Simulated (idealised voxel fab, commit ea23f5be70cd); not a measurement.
This section sets out a process module, namely voxel ribs on slabs.
Square cell edge 5 nm, section width 160 nm, ID cut.
We lay out every cross-section as a grid of square cells and spell it out in bands from the top down, where one band means one or more rows of cells. This entry defines a band. It first specifies the height of the band's top and the height of its bottom in nm, and then specifies the band's materials from left to right, stating each material with its width in nm. The word "throughout" identifies a single material that fills the band from edge to edge, while the word "air" identifies empty space. It should be noted that heights are counted from 0, beneath which the wafer as supplied is of one material throughout, and that the lowest band possesses no lower boundary but continues downward, as written in "from 0 down". The width entry "30 to 40" should be interpreted row by row: the top row of cells in the band takes the first number, the bottom row takes the second number, and the change between adjacent rows is uniform throughout. Key: "stayed the same" - step with no changed cell in the cross-section. "Cavities, sealed" contains a list of empty spaces, each no smaller than 8 cells and without an open way to the top, written in the form width x height at distance with the distance from the left edge and all three in nm. Step line, after settings: the simulator's comment on this step. On any step carrying a mask, the "overlay nm" setting, if present on the step's line, tells how far right of its planned place the mask lay; negative values point to the left.

[plan]
step 1: RECEIVE | material Si
step 2: DIRECTIONAL_DEP | material SiO2 | thk nm 20
step 3: DIRECTIONAL_DEP | material polySi | thk nm 20
step 4: PATTERN | tone cover | mask id RIB | material resist | width nm 30 | thk nm 15 | overlay nm 0
step 5: DIRECTIONAL_ETCH | etch materials polySi | depth nm 5
step 6: STRIP | etch materials resist
step 7: PATTERN | tone cover | mask id SLAB | material resist | width nm 60 | thk nm 20 | overlay nm 0
step 8: DIRECTIONAL_ETCH | etch materials polySi | depth nm 15
step 9: STRIP | etch materials resist
step 10: FILL_DEP | material SiO2 | thk nm 20
step 11: CMP | height nm 50
step 12: DIRECTIONAL_DEP | material TiN | thk nm 10
step 13: PATTERN | tone cover | mask id HEATER | material resist | width nm 40 | thk nm 15 | overlay nm 0
step 14: DIRECTIONAL_ETCH | etch materials TiN | depth nm 10
step 15: STRIP | etch materials resist
step 16: CONFORMAL_DEP | material SiO2 | thk nm 5

[Wafer, first of two, run as planned]

[Cross-section of the incoming wafer, state after step 1]
- from 0 down: Si throughout
- Cavities, sealed: none

[State of the wafer after step 2, shown in cross-section]
- from 20 to 0: SiO2 throughout
- Anything lower than 0 is untouched.

[State of the wafer after step 3, shown in cross-section]
- from 40 to 20: polySi throughout
- Anything lower than 20 is untouched.

[State of the wafer after step 4, shown in cross-section]
- from 55 to 40: 65 nm air / 30 nm resist / 65 nm air
- Anything lower than 40 is untouched.

[State of the wafer after step 5, shown in cross-section]
- from 55 to 40: 65 nm air / 30 nm resist / 65 nm air
- from 40 to 35: 65 nm air / 30 nm polySi / 65 nm air
- Anything lower than 35 is untouched.

[State of the wafer after step 6, shown in cross-section]
- from 40 to 35: 65 nm air / 30 nm polySi / 65 nm air
- Anything lower than 35 is untouched.

[State of the wafer after step 7, shown in cross-section]
- from 60 to 40: 50 nm air / 60 nm resist / 50 nm air
- from 40 to 35: 50 nm air / 15 nm resist / 30 nm polySi / 15 nm resist / 50 nm air
- Anything lower than 35 is untouched.

[State of the wafer after step 8, shown in cross-section]
- from 60 to 40: 50 nm air / 60 nm resist / 50 nm air
- from 40 to 35: 50 nm air / 15 nm resist / 30 nm polySi / 15 nm resist / 50 nm air
- from 35 to 20: 50 nm air / 60 nm polySi / 50 nm air
- Anything lower than 20 is untouched.

[State of the wafer after step 9, shown in cross-section]
- from 40 to 35: 65 nm air / 30 nm polySi / 65 nm air
- Anything lower than 35 is untouched.

[State of the wafer after step 10, shown in cross-section]
- from 60 to 40: SiO2 throughout
- from 40 to 35: 65 nm SiO2 / 30 nm polySi / 65 nm SiO2
- from 35 to 20: 50 nm SiO2 / 60 nm polySi / 50 nm SiO2
- Anything lower than 20 is untouched.

[State of the wafer after step 11, shown in cross-section]
- from 50 to 40: SiO2 throughout
- Anything lower than 40 is untouched.

[State of the wafer after step 12, shown in cross-section]
- from 60 to 50: TiN throughout
- Anything lower than 50 is untouched.

[State of the wafer after step 13, shown in cross-section]
- from 75 to 60: 60 nm air / 40 nm resist / 60 nm air
- Anything lower than 60 is untouched.

[State of the wafer after step 14, shown in cross-section]
- from 75 to 60: 60 nm air / 40 nm resist / 60 nm air
- from 60 to 50: 60 nm air / 40 nm TiN / 60 nm air
- Anything lower than 50 is untouched.

[State of the wafer after step 15, shown in cross-section]
- from 60 to 50: 60 nm air / 40 nm TiN / 60 nm air
- Anything lower than 50 is untouched.

[State of the wafer after step 16, shown in cross-section]
- from 65 to 60: 55 nm air / 50 nm SiO2 / 55 nm air
- from 60 to 55: 55 nm air / 5 nm SiO2 / 40 nm TiN / 5 nm SiO2 / 55 nm air
- from 55 to 50: 60 nm SiO2 / 40 nm TiN / 60 nm SiO2
- Anything lower than 50 is untouched.

[Second Wafer (Identical Start and Plan, One Processing Error; Matches First Wafer Through Step 15)]

when step 16 should have ended: stayed the same
Short version of what went wrong: step 16 of the plan got skipped, so it never ran
Wrapping up, a cell-based count of both wafers puts the second over or under the first for these materials: 36 fewer of SiO2
